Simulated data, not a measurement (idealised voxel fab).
Name of the process module below: voxel local oxidation
It is cross-section cut that appears here, measuring 175 nm in width, its square cells being 5 nm in size.
A cross-section in this document is a grid of square cells, and it is written down as bands, the top band listed before the ones below it; a band is made up of one or more rows of cells. The entry gives the band's vertical extent as a top height and a bottom height in nm, then its horizontal make-up as materials from left to right, each with a width in nm. "blank" stands for empty space; a single material marked "everywhere" fills the band edge to edge. Note: height 0 marks the level under which the wafer is uniformly one material as received. Lowest band unbounded below, written "0..down". You'd read "30..40" like this: the band's top row of cells is as wide as the first number, its bottom row is as wide as the second, and going down, every row changes width by the same amount as the row before did. Where a step carries "nothing got changed", the cross-section came out of it unchanged, cell for cell. Closed empty spaces (no open way to the top) of 8 cells or more are what "Enclosed internal voids" lists, each as width x height at distance from the left edge, nm for all three. Anything after a step's settings on that line? It's the simulator's own note about the step. What "overlay nm" on a step's line means: if the step has a mask, that mask lay this far to the right of its planned place, or, when the value is negative, to the left.
This section lists the process steps that were planned
1,RECEIVE: material Si
2,OXIDIZE: depth nm 5
3,CONFORMAL_DEP: material SiN, thk nm 15
4,PATTERN: tone cover, mask id ACTIVE, material resist, width nm 95, thk nm 20, overlay nm 0
5,DIRECTIONAL_ETCH: etch materials SiN, depth nm 15
6,STRIP: etch materials resist
7,SELECTIVE_ETCH: etch materials SiO2, depth nm 5
8,OXIDIZE: depth nm 15
9,STRIP: etch materials SiN
As-received state of the wafer in cross-section, equivalent to post-step 1
- 0..down | Si everywhere
- Enclosed internal voids: none
The cross-section shown corresponds to the wafer at the conclusion of the module. The initial structure and the process plan are those presented above; however, one mistake occurred in executing the plan
- 0..-5 | 45 blank; 85 SiO2; 45 blank
- -5..-25 | 65 SiO2; 45 Si; 65 SiO2
- -25..down | Si everywhere
- Enclosed internal voids: none
Diagnosis: step 8 did not use the planned setting and instead ran as OXIDIZE: depth nm 20
